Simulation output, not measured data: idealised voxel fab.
process module | voxel self aligned contacts
cross-section cut | 140 nm wide | cells 5 nm
A cross-section is a grid of square cells, given in bands from the top down. A band is one or more rows of cells.
Each band's line starts with the height of the band's top and of its bottom, in nm. Then come its materials from left to right, each with its width in nm. One material with "throughout" fills the band from edge to edge. "air" is empty space.
Height 0 is the level under which the wafer as received is all one material. The lowest band goes on downwards, as in "0 down".
A width such as "30 to 40" changes by the same amount from each row of cells to the next, from the band's top row to its bottom row.
"no change" after a step means that no cell of the cross-section changed.
closed voids: empty space of 8 cells or more with no open way to the top, each as width x height at its distance from the left edge, in nm
after a step's settings: what the simulator itself notes on the step
overlay nm, on a step with a mask: how far to the right of its planned place the mask lay; to the left if negative
plan
1 op RECEIVE | material Si
2 op OXIDIZE | depth nm 5
3 op DIRECTIONAL_DEP | material polySi | thk nm 25
4 op DIRECTIONAL_DEP | material SiN | thk nm 25
5 op PATTERN | tone cover | mask id GATE | material resist | width nm 25 | pitch nm 75 | thk nm 20 | overlay nm 0
6 op DIRECTIONAL_ETCH | etch materials SiN | depth nm 25
7 op DIRECTIONAL_ETCH | etch materials polySi | depth nm 25
8 op STRIP | etch materials resist
9 op CONFORMAL_DEP | material SiN | thk nm 10
10 op DIRECTIONAL_ETCH | etch materials SiN | depth nm 10
11 op FILL_DEP | material SiO2 | thk nm 10
12 op CMP | height nm 55
13 op PATTERN | tone open | mask id CONTACT | material resist | width nm 50 | thk nm 20 | overlay nm 0
14 op DIRECTIONAL_ETCH | etch materials SiO2 | depth nm 60
15 op STRIP | etch materials resist
16 op CONFORMAL_DEP | material TiN | thk nm 5
17 op FILL_DEP | material W | thk nm 10
18 op CMP | height nm 55
19 op CONFORMAL_DEP | material SiCN | thk nm 5
varied across the wafers: width nm of step 5. The plan shows the first wafer's value. All wafers start alike
first wafer as received, after step 1
  0 down: Si throughout
  closed voids: none
first wafer at the end, after step 19
  60 to 55: SiCN throughout
  55 to 50: SiO2 45 | TiN 15 | W 20 | TiN 15 | SiO2 45
  50 to 25: SiO2 10 | SiN 45 | TiN 5 | W 20 | TiN 5 | SiN 45 | SiO2 10
  25 to 0: SiO2 10 | SiN 10 | polySi 25 | SiN 10 | TiN 5 | W 20 | TiN 5 | SiN 10 | polySi 25 | SiN 10 | SiO2 10
  0 to -5: SiO2 55 | TiN 30 | SiO2 55
  -5 down: Si throughout
  closed voids: none
last wafer at the end
  60 to 55: SiCN throughout
  55 to 50: SiO2 45 | TiN 20 | W 10 | TiN 20 | SiO2 45
  50 to 25: SiO2 5 | SiN 55 | TiN 5 | W 10 | TiN 5 | SiN 55 | SiO2 5
  25 to 0: SiO2 5 | SiN 10 | polySi 35 | SiN 10 | TiN 5 | W 10 | TiN 5 | SiN 10 | polySi 35 | SiN 10 | SiO2 5
  0 to -5: SiO2 60 | TiN 20 | SiO2 60
  -5 down: Si throughout
  closed voids: none
each wafer at the end: cells of each material gained (+) or lost (-) since it was received, then its closed voids
width nm 25 | -28 Si | +28 SiCN | +130 SiN | +80 SiO2 | +32 TiN | +44 W | +50 polySi | closed voids: none
width nm 30 | -28 Si | +28 SiCN | +140 SiN | +71 SiO2 | +32 TiN | +33 W | +60 polySi | closed voids: none
width nm 35 | -28 Si | +28 SiCN | +150 SiN | +62 SiO2 | +32 TiN | +22 W | +70 polySi | closed voids: none
